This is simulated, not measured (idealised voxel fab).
The process module that follows is named voxel released beams.
Pictured: cross-section cut, 260 nm wide, on a grid of 5 nm square cells.
Cross-section format: a grid of square cells, given as bands from top to bottom; each band is one or more rows of cells.
Heights first: top, then bottom, in nm. Then materials, left to right, each with a width in nm. "throughout" on a single material: fills the band edge to edge. "blank": empty space.
Where do heights start? At 0: under that level the wafer as delivered is made of one material only. And the lowest band has no floor; it just carries on downward, as in "0 -> down".
Think of "30->40" as a width that walks from the first number to the second as you go down the band, top row to bottom row, taking equal-sized steps from row to row.
"identical to before" after a step means that no cell of the cross-section changed.
So "Closed voids list" is basically the list of trapped voids: any empty space of 8 cells or more that can't reach the top through an opening. They're written width x height at distance, the distance being from the left edge, and it's all nm.
Read whatever lies past the settings on a step's line as the simulator's own remark about the step.
overlay nm: for a step with a mask, the amount by which the mask lay right of where it was planned; a negative amount means left of it.

Here's what the planned process steps look like:
- 1: RECEIVE: material Si
- 2: CONFORMAL_DEP: material Al2O3, thk nm 5
- 3: DIRECTIONAL_DEP: material SiO2, thk nm 15
- 4: DIRECTIONAL_DEP: material aC, thk nm 10
- 5: PATTERN: tone open, mask id ANCHOR, material resist, width nm 45, thk nm 30, overlay nm 0
- 6: DIRECTIONAL_ETCH: etch materials aC, depth nm 10
- 7: STRIP: etch materials resist
- 8: DIRECTIONAL_ETCH: etch materials SiO2, depth nm 15
- 9: STRIP: etch materials aC
- 10: CONFORMAL_DEP: material SiN, thk nm 15
- 11: DIRECTIONAL_DEP: material aC, thk nm 10
- 12: PATTERN: tone cover, mask id BEAM, material resist, width nm 120, thk nm 30, overlay nm 0
- 13: DIRECTIONAL_ETCH: etch materials aC, depth nm 10
- 14: STRIP: etch materials resist
- 15: DIRECTIONAL_ETCH: etch materials SiN, depth nm 15
- 16: STRIP: etch materials aC
- 17: STRIP: etch materials SiO2

So this is the incoming wafer in cross-section - it's already been through step 1:
- 0 -> down | Si throughout
- Closed voids list: none

Here's the cross-section of the first of our two wafers at the end of the module - it ran as planned:
- 35 -> 20 | blank 65 nm | SiN 20 nm | blank 15 nm | SiN 85 nm | blank 75 nm
- 20 -> 5 | blank 70 nm | SiN 45 nm | blank 145 nm
- 5 -> 0 | Al2O3 throughout
- 0 -> down | Si throughout
- Closed voids list: none

Now the second wafer, cross-sectioned at the end of the module. Nothing different at the start, nothing different in the plan compared with the first, just one mistake when it was actually run:
- 30 -> 15 | blank 65 nm | SiN 20 nm | blank 15 nm | SiN 85 nm | blank 75 nm
- 15 -> 0 | blank 70 nm | SiN 45 nm | blank 145 nm
- 0 -> down | Si throughout
- Closed voids list: none
What was the processing mistake? no execution of plan step 2; skipped
The closing comparison, in cells, has the second wafer with more or fewer of some materials than the first: Al2O3: 52 fewer
